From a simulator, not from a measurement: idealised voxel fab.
Herein follows the process module entitled voxel tone inversion.
Shown is cross-section cut, with a width of 260 nm and square cells of size 5 nm.
Square cells in a grid make up a cross-section in this document, and the grid is given as bands, listed from the top down, each one or more rows of cells.
For a band, the entry starts with two heights in nm, that of the top and then that of the bottom, and carries on with the band's materials in order from left to right, each alongside its width in nm; the word "all across" beside a single material means it fills the band edge to edge, and "blank" means empty space.
Heights are expressed relative to 0, this being the level below which the as-received wafer comprises one material exclusively. The lowest band is unbounded in the downward direction and is denoted as in "z 0 and below".
So if you see something like "30..40" for the width, read it as the top row of the band sitting at the first number and the bottom row at the second, with every row in between moving by the same amount as the last.
You'll sometimes find "changes: none" written for a step, and that's the way of saying that nowhere in the cross-section did a cell change during that step.
In the "Voids, enclosed" entry, you get each enclosed empty space of 8 cells or more, one with no open way to the top, written width x height at distance, distance from the left edge, in nm.
Whatever follows a step's settings on its line is a remark the simulator itself makes about that step.
Regarding "overlay nm": on a step with a mask, it is the distance the mask lay to the right of its planned place; a negative value places it to the left.

plan:
1,RECEIVE [material Si]
2,CONFORMAL_DEP [material SiCN] [thk nm 10]
3,DIRECTIONAL_DEP [material polySi] [thk nm 25]
4,PATTERN [tone cover] [mask id POSTS] [material resist] [width nm 20] [pitch nm 45] [thk nm 30] [overlay nm 0]
5,DIRECTIONAL_ETCH [etch materials polySi] [depth nm 25]
6,STRIP [etch materials resist]
7,FILL_DEP [material lowk] [thk nm 10]
8,CMP [height nm 35]
9,STRIP [etch materials polySi]

As received (post step 1): cross-section:
* z 0 and below  Si all across
* Voids, enclosed: none

The cross-section shown corresponds to the wafer at the conclusion of the module. The initial structure and the process plan are those presented above; however, one mistake occurred in executing the plan:
* z 35 to 25  lowk all across
* z 25 to 0  50 of lowk; 20 of polySi; 25 of lowk; 20 of polySi; 25 of lowk; 20 of polySi; 25 of lowk; 20 of polySi; 55 of lowk
* z 0 and below  Si all across
* Voids, enclosed: none
Misprocessing identified: step 2 of the plan never got run, it was skipped over
